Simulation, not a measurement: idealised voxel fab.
The process module that follows is named voxel wiring stack.
cross-section cut | 260 nm wide | cells 5 nm
Heads up, the way a cross-section reads in here is a grid of square cells, handed over as bands from the top down, with every band being one or more rows of cells. Band: top height; bottom height; in nm. Then, left to right: material with width in nm, for each material. "edge to edge": a single material spanning edge to edge. "air": empty space. We count height from 0. Below that, the starting wafer is all one material. The lowest band never ends at the bottom but goes on down; see "0 nm and below" for how that is written. So if you see something like "30->40" for the width, read it as the top row of the band sitting at the first number and the bottom row at the second, with every row in between moving by the same amount as the last. Where the words "no change occurred" appear for a step, the cross-section shows no cell changed by that step; every cell remained as before. "Completely sealed voids" contains a list of empty spaces, each no smaller than 8 cells and without an open way to the top, written in the form width x height at distance with the distance from the left edge and all three in nm. Formally, on a step line, whatever follows the settings is a remark that the simulator itself makes on the step. Regarding "overlay nm": on a step with a mask, it is the distance the mask lay to the right of its planned place; a negative value places it to the left.

[Planned process steps]
- 1: RECEIVE, material Si
- 2: CONFORMAL_DEP, material SiO2, thk nm 10
- 3: CONFORMAL_DEP, material SiN, thk nm 5
- 4: DIRECTIONAL_DEP, material lowk, thk nm 20
- 5: PATTERN, tone open, mask id METAL_1, material resist, width nm 20, pitch nm 40, thk nm 15, overlay nm 0
- 6: DIRECTIONAL_ETCH, etch materials lowk, depth nm 20
- 7: DIRECTIONAL_ETCH, etch materials SiN, depth nm 5
- 8: STRIP, etch materials resist
- 9: CONFORMAL_DEP, material TiN, thk nm 5
- 10: FILL_DEP, material Cu, thk nm 10
- 11: CMP, height nm 35
- 12: EPI, material Ru, thk nm 5
- 13: FILL_DEP, material SiCN, thk nm 5
- 14: DIRECTIONAL_DEP, material SiO2, thk nm 15
- 15: MASKED_ETCH, tone open, mask id PLUG_1, width nm 15, pitch nm 40, etch materials SiO2, depth nm 15, overlay nm 0
- 16: MASKED_ETCH, tone open, mask id PLUG_1, width nm 15, pitch nm 40, etch materials SiCN, depth nm 5, overlay nm 0
- 17: EPI, material Ru, thk nm 10
- 18: EPI, material Ru, thk nm 10
- 19: CONFORMAL_DEP, material SiN, thk nm 5
- 20: DIRECTIONAL_DEP, material SiO2, thk nm 25
- 21: PATTERN, tone open, mask id METAL_2, material resist, width nm 20, pitch nm 40, thk nm 15, overlay nm 0
- 22: DIRECTIONAL_ETCH, etch materials SiO2, depth nm 25
- 23: DIRECTIONAL_ETCH, etch materials SiN, depth nm 5
- 24: STRIP, etch materials resist
- 25: CONFORMAL_DEP, material TiN, thk nm 5
- 26: FILL_DEP, material W, thk nm 5
- 27: CMP, height nm 90
- 28: EPI, material Ru, thk nm 5
- 29: FILL_DEP, material SiCN, thk nm 5
- 30: DIRECTIONAL_DEP, material lowk, thk nm 35
- 31: MASKED_ETCH, tone open, mask id METAL_3, width nm 20, pitch nm 40, etch materials lowk, depth nm 20, overlay nm 0
- 32: DIRECTIONAL_DEP, material aC, thk nm 15
- 33: PATTERN, tone open, mask id METAL_3_HOLES, material resist, width nm 15, pitch nm 80, thk nm 35, overlay nm 0
- 34: DIRECTIONAL_ETCH, etch materials aC, depth nm 15
- 35: STRIP, etch materials resist
- 36: DIRECTIONAL_ETCH, etch materials lowk, depth nm 15
- 37: DIRECTIONAL_ETCH, etch materials SiCN, depth nm 5
- 38: STRIP, etch materials aC
- 39: CONFORMAL_DEP, material TiN, thk nm 5
- 40: FILL_DEP, material Ru, thk nm 10
- 41: CMP, height nm 135
- 42: CONFORMAL_DEP, material SiCN, thk nm 5

[Here's what the wafer looked like in cross-section when it arrived - that's after step 1]
  0 nm and below = Si edge to edge
  Completely sealed voids: none

[Looking at the first of two wafers in cross-section at end of module - ran to plan]
  140 nm to 135 nm = SiCN edge to edge
  135 nm to 120 nm = lowk 60 / TiN 5 / Ru 10 / TiN 5 / lowk 20 / TiN 5 / Ru 10 / TiN 5 / lowk 20 / TiN 5 / Ru 10 / TiN 5 / lowk 20 / TiN 5 / Ru 10 / TiN 5 / lowk 60
  120 nm to 115 nm = lowk 60 / TiN 5 / Ru 5 / TiN 10 / lowk 20 / TiN 20 / lowk 20 / TiN 5 / Ru 5 / TiN 10 / lowk 20 / TiN 20 / lowk 60
  115 nm to 100 nm = lowk 60 / TiN 5 / Ru 5 / TiN 5 / lowk 65 / TiN 5 / Ru 5 / TiN 5 / lowk 105
  100 nm to 95 nm = SiCN 60 / TiN 15 / SiCN 65 / TiN 15 / SiCN 105
  95 nm to 90 nm = SiCN 55 / Ru 30 / SiCN 10 / Ru 30 / SiCN 10 / Ru 30 / SiCN 10 / Ru 30 / SiCN 55
  90 nm to 65 nm = SiO2 60 / TiN 5 / W 10 / TiN 5 / SiO2 20 / TiN 5 / W 10 / TiN 5 / SiO2 20 / TiN 5 / W 10 / TiN 5 / SiO2 20 / TiN 5 / W 10 / TiN 5 / SiO2 60
  65 nm to 60 nm = SiN 60 / TiN 20 / SiN 20 / TiN 20 / SiN 20 / TiN 20 / SiN 20 / TiN 20 / SiN 60
  60 nm to 45 nm = SiO2 60 / Ru 15 / SiO2 25 / Ru 15 / SiO2 25 / Ru 15 / SiO2 25 / Ru 15 / SiO2 65
  45 nm to 35 nm = SiCN 60->55 / Ru 15->30 / SiCN 25->10 / Ru 15->30 / SiCN 25->10 / Ru 15->30 / SiCN 25->10 / Ru 15->30 / SiCN 65->55
  35 nm to 15 nm = lowk 60 / TiN 5 / Cu 10 / TiN 5 / lowk 20 / TiN 5 / Cu 10 / TiN 5 / lowk 20 / TiN 5 / Cu 10 / TiN 5 / lowk 20 / TiN 5 / Cu 10 / TiN 5 / lowk 60
  15 nm to 10 nm = SiN 60 / TiN 20 / SiN 20 / TiN 20 / SiN 20 / TiN 20 / SiN 20 / TiN 20 / SiN 60
  10 nm to 0 nm = SiO2 edge to edge
  0 nm and below = Si edge to edge
  Completely sealed voids: none

[Second wafer through the module, sectioned at the end: same beginning and same plan as the first wafer, with one mistake in carrying it out]
  140 nm to 135 nm = SiCN edge to edge
  135 nm to 120 nm = lowk 60 / TiN 5 / Ru 10 / TiN 5 / lowk 20 / TiN 5 / Ru 10 / TiN 5 / lowk 20 / TiN 5 / Ru 10 / TiN 5 / lowk 20 / TiN 5 / Ru 10 / TiN 5 / lowk 60
  120 nm to 115 nm = lowk 60 / TiN 5 / Ru 5 / TiN 10 / lowk 20 / TiN 20 / lowk 20 / TiN 5 / Ru 5 / TiN 10 / lowk 20 / TiN 20 / lowk 60
  115 nm to 100 nm = lowk 60 / TiN 5 / Ru 5 / TiN 5 / lowk 65 / TiN 5 / Ru 5 / TiN 5 / lowk 105
  100 nm to 95 nm = SiCN 60 / TiN 15 / SiCN 65 / TiN 15 / SiCN 105
  95 nm to 90 nm = SiCN 55 / Ru 30 / SiCN 10 / Ru 30 / SiCN 10 / Ru 30 / SiCN 10 / Ru 30 / SiCN 55
  90 nm to 65 nm = SiO2 60 / TiN 5 / W 10 / TiN 5 / SiO2 20 / TiN 5 / W 10 / TiN 5 / SiO2 20 / TiN 5 / W 10 / TiN 5 / SiO2 20 / TiN 5 / W 10 / TiN 5 / SiO2 60
  65 nm to 60 nm = SiN 60 / TiN 20 / SiN 20 / TiN 20 / SiN 20 / TiN 20 / SiN 20 / TiN 20 / SiN 60
  60 nm to 45 nm = SiO2 60 / Ru 15 / SiO2 25 / Ru 15 / SiO2 25 / Ru 15 / SiO2 25 / Ru 15 / SiO2 65
  45 nm to 35 nm = SiCN 60->55 / Ru 15->30 / SiCN 25->10 / Ru 15->30 / SiCN 25->10 / Ru 15->30 / SiCN 25->10 / Ru 15->30 / SiCN 65->55
  35 nm to 20 nm = lowk 60 / TiN 5 / Cu 10 / TiN 5 / lowk 20 / TiN 5 / Cu 10 / TiN 5 / lowk 20 / TiN 5 / Cu 10 / TiN 5 / lowk 20 / TiN 5 / Cu 10 / TiN 5 / lowk 60
  20 nm to 15 nm = lowk 60 / TiN 20 / lowk 20 / TiN 20 / lowk 20 / TiN 20 / lowk 20 / TiN 20 / lowk 60
  15 nm to 5 nm = SiO2 edge to edge
  5 nm to 0 nm = SiN edge to edge
  0 nm and below = Si edge to edge
  Completely sealed voids: none
Run error: plan steps 2 and 3 run swapped
Once processing is complete, comparing cell counts shows that the second wafer has more or fewer of certain materials than the first: Cu -8; SiN +16; TiN -8
